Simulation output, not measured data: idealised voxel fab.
This is a process module. Its name is voxel transistor to metal.
Shown is cross-section cut, with a width of 215 nm and square cells of size 5 nm.
For the purposes of this document, a cross-section shall be understood as a grid of square cells, specified as bands listed in top-to-bottom order, each band consisting of one or more rows of cells.
What a band's entry tells you: where the top is and where the bottom is, as heights in nm, and after that what lies inside, material by material from left to right, each with its width in nm. Empty space is written as the word "blank", and a single material marked with the word "edge to edge" occupies the band from edge to edge.
Convention: height 0 is the level below which the wafer, as received, is all one material. The lowest band does not terminate at the bottom but continues downward, represented as "0 nm and below".
A width such as "30 to 40" changes by the same amount from each row of cells to the next, from the band's top row to its bottom row.
No cell of the cross-section changed in a step that is given as "no alterations made".
Reported under the label "Closed empty spaces" are the empty spaces having no open way to the top and comprising 8 cells or more; the notation for each is width x height at distance, in which the distance is measured from the left edge and all three values are in nm.
Text after the settings on a step's line: the simulator's own remark on that step.
On any step carrying a mask, the "overlay nm" setting, if present on the step's line, tells how far right of its planned place the mask lay; negative values point to the left.

# The process steps that were planned are listed below
1,RECEIVE,material Si
2,CONFORMAL_DEP,material SiO2,thk nm 5
3,CONFORMAL_DEP,material SiN,thk nm 10
4,DIRECTIONAL_DEP,material aC,thk nm 15
5,PATTERN,tone cover,mask id ACTIVE,material resist,width nm 115,thk nm 30,overlay nm 0
6,DIRECTIONAL_ETCH,etch materials aC,depth nm 15
7,STRIP,etch materials resist
8,DIRECTIONAL_ETCH,etch materials SiN,depth nm 10
9,DIRECTIONAL_ETCH,etch materials SiO2,depth nm 5
10,DIRECTIONAL_ETCH,etch materials Si,depth nm 30
11,STRIP,etch materials aC
12,FILL_DEP,material SiO2,thk nm 10
13,CMP,height nm 15
14,SELECTIVE_ETCH,etch materials SiO2,depth nm 5
15,STRIP,etch materials SiN
16,SELECTIVE_ETCH,etch materials SiO2,depth nm 5
17,OXIDIZE,depth nm 5
18,DIRECTIONAL_DEP,material polySi,thk nm 30
19,DIRECTIONAL_DEP,material SiCN,thk nm 15
20,MASKED_ETCH,tone cover,mask id GATE,width nm 35,etch materials SiCN,depth nm 25,overlay nm 0
21,MASKED_ETCH,tone cover,mask id GATE,width nm 35,etch materials polySi,depth nm 40,overlay nm 0
22,CONFORMAL_DEP,material SiO2,thk nm 5
23,DIRECTIONAL_ETCH,etch materials SiO2,depth nm 5
24,CONFORMAL_DEP,material SiN,thk nm 5
25,DIRECTIONAL_ETCH,etch materials SiN,depth nm 5
26,DIRECTIONAL_ETCH,etch materials SiO2,depth nm 5
27,DIRECTIONAL_ETCH,etch materials Si,depth nm 15
28,EPI,material pSi,thk nm 20
29,FILL_DEP,material SiO2,thk nm 5
30,CMP,height nm 30
31,STRIP,etch materials polySi
32,SELECTIVE_ETCH,etch materials SiO2,depth nm 5
33,CONFORMAL_DEP,material HfO2,thk nm 5
34,CONFORMAL_DEP,material TiN,thk nm 5
35,FILL_DEP,material W,thk nm 5
36,CMP,height nm 25
37,DIRECTIONAL_DEP,material SiO2,thk nm 10
38,MASKED_ETCH,tone open,mask id CONTACT,width nm 20,pitch nm 85,etch materials SiO2,depth nm 20,overlay nm 0
39,CONFORMAL_DEP,material TiN,thk nm 5
40,FILL_DEP,material W,thk nm 5
41,CMP,height nm 35
42,DIRECTIONAL_DEP,material TiN,thk nm 5
43,DIRECTIONAL_DEP,material W,thk nm 15
44,MASKED_ETCH,tone cover,mask id METAL_1,width nm 20,pitch nm 85,etch materials W,depth nm 15,overlay nm 0
45,MASKED_ETCH,tone cover,mask id METAL_1,width nm 20,pitch nm 85,etch materials TiN,depth nm 5,overlay nm 0
46,FILL_DEP,material SiO2,thk nm 5
47,CMP,height nm 55
48,CONFORMAL_DEP,material SiN,thk nm 5

# Cross-section of the wafer upon arrival, representing the state reached after step 1
> 0 nm and below  Si edge to edge
> Closed empty spaces: none

# Here's the wafer cut in cross-section after the module, started and planned just like above, except one thing was done wrong in the run
> 60 nm to 55 nm  SiN edge to edge
> 55 nm to 40 nm  SiO2 55 nm; W 20 nm; SiO2 65 nm; W 20 nm; SiO2 55 nm
> 40 nm to 35 nm  SiO2 55 nm; TiN 20 nm; SiO2 65 nm; TiN 20 nm; SiO2 55 nm
> 35 nm to 25 nm  SiO2 55 nm; TiN 5 nm; W 10 nm; TiN 5 nm; SiO2 65 nm; TiN 5 nm; W 10 nm; TiN 5 nm; SiO2 55 nm
> 25 nm to 20 nm  SiO2 55 nm; TiN 5 nm; W 10 nm; TiN 5 nm; SiO2 5 nm; SiN 5 nm; HfO2 5 nm; TiN 5 nm; W 25 nm; TiN 5 nm; HfO2 5 nm; SiN 5 nm; SiO2 5 nm; TiN 5 nm; W 10 nm; TiN 5 nm; SiO2 55 nm
> 20 nm to 15 nm  SiO2 55 nm; TiN 20 nm; SiO2 5 nm; SiN 5 nm; HfO2 5 nm; TiN 5 nm; W 25 nm; TiN 5 nm; HfO2 5 nm; SiN 5 nm; SiO2 5 nm; TiN 20 nm; SiO2 55 nm
> 15 nm to 5 nm  SiO2 50 nm; pSi 30 nm; SiN 5 nm; HfO2 5 nm; TiN 5 nm; W 25 nm; TiN 5 nm; HfO2 5 nm; SiN 5 nm; pSi 35 nm; SiO2 45 nm
> 5 nm to 0 nm  SiO2 50 nm; pSi 5 nm; SiN 5 nm; pSi 20 nm; SiN 5 nm; HfO2 5 nm; TiN 35 nm; HfO2 5 nm; SiN 5 nm; pSi 25 nm; SiN 5 nm; pSi 5 nm; SiO2 45 nm
> 0 nm to -5 nm  SiO2 60 nm; pSi 20 nm; SiO2 5 nm; HfO2 45 nm; SiO2 5 nm; pSi 25 nm; SiO2 55 nm
> -5 nm to -20 nm  SiO2 55 nm; Si 5 nm; pSi 20 nm; Si 55 nm; pSi 25 nm; Si 5 nm; SiO2 50 nm
> -20 nm to -30 nm  SiO2 55 nm; Si 110 nm; SiO2 50 nm
> -30 nm and below  Si edge to edge
> Closed empty spaces: none
The mistake made against the process plan was this: step 5 was not run as planned; what actually ran was PATTERN,tone cover,mask id ACTIVE,material resist,width nm 110,thk nm 30,overlay nm 0
